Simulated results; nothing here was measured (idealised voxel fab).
process module | voxel wiring stack
cross-section cut | 190 nm wide | cells 5 nm
A cross-section is a grid of square cells, given in bands from the top down. A band is one or more rows of cells.
Each band's line starts with the height of the band's top and of its bottom, in nm. Then come its materials from left to right, each with its width in nm. One material with "throughout" fills the band from edge to edge. "air" is empty space.
Height 0 is the level under which the wafer as received is all one material. The lowest band goes on downwards, as in "0 down".
A width such as "30 to 40" changes by the same amount from each row of cells to the next, from the band's top row to its bottom row.
"no change" after a step means that no cell of the cross-section changed.
closed voids: empty space of 8 cells or more with no open way to the top, each as width x height at its distance from the left edge, in nm
after a step's settings: what the simulator itself notes on the step
overlay nm, on a step with a mask: how far to the right of its planned place the mask lay; to the left if negative
plan
1 op RECEIVE | material Si
2 op CONFORMAL_DEP | material SiO2 | thk nm 15
3 op CONFORMAL_DEP | material SiCN | thk nm 5
4 op DIRECTIONAL_DEP | material lowk | thk nm 15
5 op DIRECTIONAL_DEP | material aC | thk nm 15
6 op PATTERN | tone open | mask id METAL_1 | material resist | width nm 20 | pitch nm 35 | thk nm 35 | overlay nm 0
7 op DIRECTIONAL_ETCH | etch materials aC | depth nm 15
8 op STRIP | etch materials resist
9 op DIRECTIONAL_ETCH | etch materials lowk | depth nm 15
10 op DIRECTIONAL_ETCH | etch materials SiCN | depth nm 5
11 op STRIP | etch materials aC
12 op CONFORMAL_DEP | material TiN | thk nm 5
13 op FILL_DEP | material W | thk nm 5
14 op CMP | height nm 35
15 op CONFORMAL_DEP | material SiCN | thk nm 5
16 op DIRECTIONAL_DEP | material lowk | thk nm 15
17 op PATTERN | tone open | mask id PLUG_1 | material resist | width nm 15 | pitch nm 35 | thk nm 15 | overlay nm 0
18 op DIRECTIONAL_ETCH | etch materials lowk | depth nm 15
19 op DIRECTIONAL_ETCH | etch materials SiCN | depth nm 5
20 op STRIP | etch materials resist
21 op EPI | material Ru | thk nm 10
22 op EPI | material Ru | thk nm 10
23 op DIRECTIONAL_DEP | material TiN | thk nm 5
24 op DIRECTIONAL_DEP | material Ru | thk nm 15
25 op MASKED_ETCH | tone cover | mask id METAL_2 | width nm 20 | pitch nm 35 | etch materials Ru | depth nm 15 | overlay nm 0
26 op MASKED_ETCH | tone cover | mask id METAL_2 | width nm 20 | pitch nm 35 | etch materials TiN | depth nm 5 | overlay nm 0
27 op CONFORMAL_DEP | material SiCN | thk nm 5
28 op FILL_DEP | material lowk | thk nm 5
29 op CMP | height nm 75
30 op CONFORMAL_DEP | material SiCN | thk nm 5
31 op DIRECTIONAL_DEP | material lowk | thk nm 30
32 op PATTERN | tone open | mask id METAL_3_HOLES | material resist | width nm 15 | pitch nm 35 | thk nm 15 | overlay nm 0
33 op DIRECTIONAL_ETCH | etch materials lowk | depth nm 30
34 op STRIP | etch materials resist
35 op DIRECTIONAL_DEP | material aC | thk nm 15
36 op PATTERN | tone open | mask id METAL_3 | material resist | width nm 20 | pitch nm 35 | thk nm 35 | overlay nm -15
37 op DIRECTIONAL_ETCH | etch materials aC | depth nm 15
38 op STRIP | etch materials resist
39 op DIRECTIONAL_ETCH | etch materials lowk | depth nm 15
40 op DIRECTIONAL_ETCH | etch materials SiCN | depth nm 5
41 op STRIP | etch materials aC
42 op CONFORMAL_DEP | material TiN | thk nm 5
43 op FILL_DEP | material Ru | thk nm 10
44 op CMP | height nm 110
45 op CONFORMAL_DEP | material SiCN | thk nm 5
varied across the wafers: overlay nm of step 36. The plan shows the first wafer's value. All wafers start alike
first wafer as received, after step 1
  0 down: Si throughout
  closed voids: none
each wafer at the end: cells of each material gained (+) or lost (-) since it was received, then its closed voids
overlay nm -15 | +70 Ru | +178 SiCN | +114 SiO2 | +62 TiN | +12 W | +438 lowk | closed voids: none
overlay nm -10 | +66 Ru | +176 SiCN | +114 SiO2 | +62 TiN | +12 W | +444 lowk | closed voids: none
overlay nm -5 | +64 Ru | +174 SiCN | +114 SiO2 | +60 TiN | +12 W | +450 lowk | closed voids: none
overlay nm 0 | +64 Ru | +174 SiCN | +114 SiO2 | +60 TiN | +12 W | +450 lowk | closed voids: none
overlay nm 5 | +66 Ru | +176 SiCN | +114 SiO2 | +62 TiN | +12 W | +444 lowk | closed voids: none
overlay nm 10 | +70 Ru | +178 SiCN | +114 SiO2 | +62 TiN | +12 W | +438 lowk | closed voids: none
overlay nm 15 | +78 Ru | +180 SiCN | +114 SiO2 | +58 TiN | +12 W | +432 lowk | closed voids: none
